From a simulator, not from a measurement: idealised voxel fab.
process module | voxel capacitor over wiring
cross-section cut | 300 nm wide | cells 5 nm
A cross-section is a grid of square cells, given in bands from the top down. A band is one or more rows of cells.
Each band's line starts with the height of the band's top and of its bottom, in nm. Then come its materials from left to right, each with its width in nm. One material with "throughout" fills the band from edge to edge. "air" is empty space.
Height 0 is the level under which the wafer as received is all one material. The lowest band goes on downwards, as in "0 down".
A width such as "30 to 40" changes by the same amount from each row of cells to the next, from the band's top row to its bottom row.
"no change" after a step means that no cell of the cross-section changed.
closed voids: empty space of 8 cells or more with no open way to the top, each as width x height at its distance from the left edge, in nm
after a step's settings: what the simulator itself notes on the step
overlay nm, on a step with a mask: how far to the right of its planned place the mask lay; to the left if negative
plan
1 op RECEIVE | material Si
2 op CONFORMAL_DEP | material SiO2 | thk nm 15
3 op DIRECTIONAL_DEP | material TiN | thk nm 5
4 op DIRECTIONAL_DEP | material W | thk nm 20
5 op MASKED_ETCH | tone cover | mask id METAL_1 | width nm 20 | pitch nm 85 | etch materials W | depth nm 20 | overlay nm 0
6 op MASKED_ETCH | tone cover | mask id METAL_1 | width nm 20 | pitch nm 85 | etch materials TiN | depth nm 5 | overlay nm 0
7 op CONFORMAL_DEP | material SiCN | thk nm 5
8 op FILL_DEP | material lowk | thk nm 5
9 op CMP | height nm 40
10 op CONFORMAL_DEP | material SiCN | thk nm 5
11 op DIRECTIONAL_DEP | material SiO2 | thk nm 20
12 op PATTERN | tone open | mask id PLUG_1 | material resist | width nm 15 | thk nm 20 | overlay nm 0
13 op DIRECTIONAL_ETCH | etch materials SiO2 | depth nm 20
14 op DIRECTIONAL_ETCH | etch materials SiCN | depth nm 5
15 op STRIP | etch materials resist
16 op CONFORMAL_DEP | material TiN | thk nm 5
17 op FILL_DEP | material Cu | thk nm 10
18 op CMP | height nm 65
19 op DIRECTIONAL_DEP | material TiN | thk nm 10
20 op DIRECTIONAL_DEP | material HfO2 | thk nm 5
21 op DIRECTIONAL_DEP | material TiN | thk nm 10
22 op DIRECTIONAL_DEP | material aC | thk nm 15
23 op PATTERN | tone cover | mask id UPPER_PLATE | material resist | width nm 70 | thk nm 30 | overlay nm 0
24 op DIRECTIONAL_ETCH | etch materials aC | depth nm 15
25 op STRIP | etch materials resist
26 op DIRECTIONAL_ETCH | etch materials TiN | depth nm 10
27 op DIRECTIONAL_ETCH | etch materials HfO2 | depth nm 5
28 op STRIP | etch materials aC
29 op MASKED_ETCH | tone cover | mask id LOWER_PLATE | width nm 80 | etch materials TiN | depth nm 10 | overlay nm 0
30 op FILL_DEP | material SiO2 | thk nm 15
31 op CMP | height nm 100
32 op PATTERN | tone open | mask id PLUG_2 | material resist | width nm 15 | thk nm 20 | overlay nm 0
33 op DIRECTIONAL_ETCH | etch materials SiO2 | depth nm 10
34 op STRIP | etch materials resist
35 op CONFORMAL_DEP | material TiN | thk nm 5
36 op FILL_DEP | material W | thk nm 5
37 op CMP | height nm 100
38 op CONFORMAL_DEP | material SiCN | thk nm 5
as received, after step 1
  0 down: Si throughout
  closed voids: none
first wafer at the end, as planned
  105 to 100: SiCN throughout
  100 to 95: SiO2 110 | TiN 5 | W 5 | TiN 5 | SiO2 175
  95 to 90: SiO2 110 | TiN 15 | SiO2 175
  90 to 80: SiO2 100 | TiN 70 | SiO2 130
  80 to 75: SiO2 100 | HfO2 70 | SiO2 130
  75 to 65: SiO2 95 | TiN 80 | SiO2 125
  65 to 45: SiO2 100 | TiN 5 | Cu 5 | TiN 5 | SiO2 185
  45 to 40: SiCN 100 | TiN 15 | SiCN 185
  40 to 20: lowk 90 | SiCN 5 | W 20 | SiCN 5 | lowk 55 | SiCN 5 | W 20 | SiCN 5 | lowk 95
  20 to 15: SiCN 95 | TiN 20 | SiCN 65 | TiN 20 | SiCN 100
  15 to 0: SiO2 throughout
  0 down: Si throughout
  closed voids: none
second wafer at the end: like start, like plan, one mistake
  105 to 100: SiCN throughout
  100 to 95: SiO2 110 | TiN 5 | W 5 | TiN 5 | SiO2 175
  95 to 90: SiO2 110 | TiN 15 | SiO2 175
  90 to 85: SiO2 100 | HfO2 70 | SiO2 130
  85 to 75: SiO2 95 | TiN 80 | SiO2 125
  75 to 65: TiN throughout
  65 to 45: SiO2 100 | TiN 5 | Cu 5 | TiN 5 | SiO2 185
  45 to 40: SiCN 100 | TiN 15 | SiCN 185
  40 to 20: lowk 90 | SiCN 5 | W 20 | SiCN 5 | lowk 55 | SiCN 5 | W 20 | SiCN 5 | lowk 95
  20 to 15: SiCN 95 | TiN 20 | SiCN 65 | TiN 20 | SiCN 100
  15 to 0: SiO2 throughout
  0 down: Si throughout
  closed voids: none
what went wrong: steps 20 and 21 were swapped
at the end the second wafer has, in cells: 92 fewer of SiO2 | 92 more of TiN
